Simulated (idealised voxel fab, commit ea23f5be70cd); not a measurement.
This is a process module. Its name is voxel gate over fins.
Pictured: cross-section cut, 165 nm wide, on a grid of 5 nm square cells.
If you're reading a cross-section in this doc, picture square cells in a grid; it comes to you as bands, top ones listed first down to the bottom, and a band can be one or more rows of cells.
For a band, the entry starts with two heights in nm, that of the top and then that of the bottom, and carries on with the band's materials in order from left to right, each alongside its width in nm; the word "throughout" beside a single material means it fills the band edge to edge, and "air" means empty space.
Heights from 0 (as-received wafer is one material below). Bottom band endless downward, as "0 -> down".
Read "30 to 40" as a graded width: first number on top, second number at the bottom, same change between each pair of neighbouring rows.
Given "left unchanged" for a step, no cell of the cross-section differs between before and after that step.
The list in "Voids, sealed" covers empty spaces of 8 cells or more that cannot reach the top through any open way, and it gives each as width x height at distance; the distance is from the left edge, and width, height and distance are in nm.
What comes after the settings on a step's line is commentary from the simulator itself on that step.
overlay nm: mask offset rightward from planned place, masked step; negative means leftward offset.

### The process steps that were planned are listed below
1: RECEIVE with material Si
2: CONFORMAL_DEP with material SiN, thk nm 10
3: PATTERN with tone cover, mask id FINS, material resist, width nm 15, pitch nm 60, thk nm 20, overlay nm 0
4: DIRECTIONAL_ETCH with etch materials SiN, depth nm 10
5: DIRECTIONAL_ETCH with etch materials Si, depth nm 30
6: STRIP with etch materials resist
7: FILL_DEP with material SiO2, thk nm 10
8: CMP with height nm 10
9: DIRECTIONAL_DEP with material aC, thk nm 15
10: PATTERN with tone open, mask id RAIL, material resist, width nm 15, thk nm 30, overlay nm 0
11: DIRECTIONAL_ETCH with etch materials aC, depth nm 15
12: STRIP with etch materials resist
13: DIRECTIONAL_ETCH with etch materials SiO2, depth nm 35
14: STRIP with etch materials aC
15: CONFORMAL_DEP with material TiN, thk nm 5
16: FILL_DEP with material Ru, thk nm 10
17: CMP with height nm 10
18: SELECTIVE_ETCH with etch materials W Ru TiN, depth nm 30
19: FILL_DEP with material SiO2, thk nm 5
20: CMP with height nm 10
21: SELECTIVE_ETCH with etch materials SiO2, depth nm 10
22: STRIP with etch materials SiN
23: CONFORMAL_DEP with material HfO2, thk nm 5
24: CONFORMAL_DEP with material TiN, thk nm 5
25: FILL_DEP with material W, thk nm 10
26: CMP with height nm 15
27: CONFORMAL_DEP with material SiCN, thk nm 5
The plan shows the depth nm of step 21 as the first wafer had it; this setting differs between the wafers, which start out alike.

### Step 1 complete: as-received cross-section of the first of several wafers
  0 -> down  Si throughout
  Voids, sealed: none

### Heads up, this table goes wafer by wafer. A row tells you, at the end of the module, how many cells of each material that wafer has put on (+) or dropped (-) since it was received, and then its closed voids
depth nm 10 | +33 HfO2 | -162 Si | +33 SiCN | +159 SiO2 | +36 TiN | +33 W | Voids, sealed: none
depth nm 15 | +37 HfO2 | -162 Si | +33 SiCN | +132 SiO2 | +40 TiN | +52 W | Voids, sealed: none
depth nm 20 | +41 HfO2 | -162 Si | +33 SiCN | +105 SiO2 | +44 TiN | +71 W | Voids, sealed: none
depth nm 25 | +45 HfO2 | -162 Si | +33 SiCN | +78 SiO2 | +48 TiN | +90 W | Voids, sealed: none
depth nm 30 | +49 HfO2 | -162 Si | +33 SiCN | +51 SiO2 | +52 TiN | +109 W | Voids, sealed: none
depth nm 35 | +55 HfO2 | -162 Si | +33 SiCN | +27 SiO2 | +56 TiN | +123 W | Voids, sealed: none
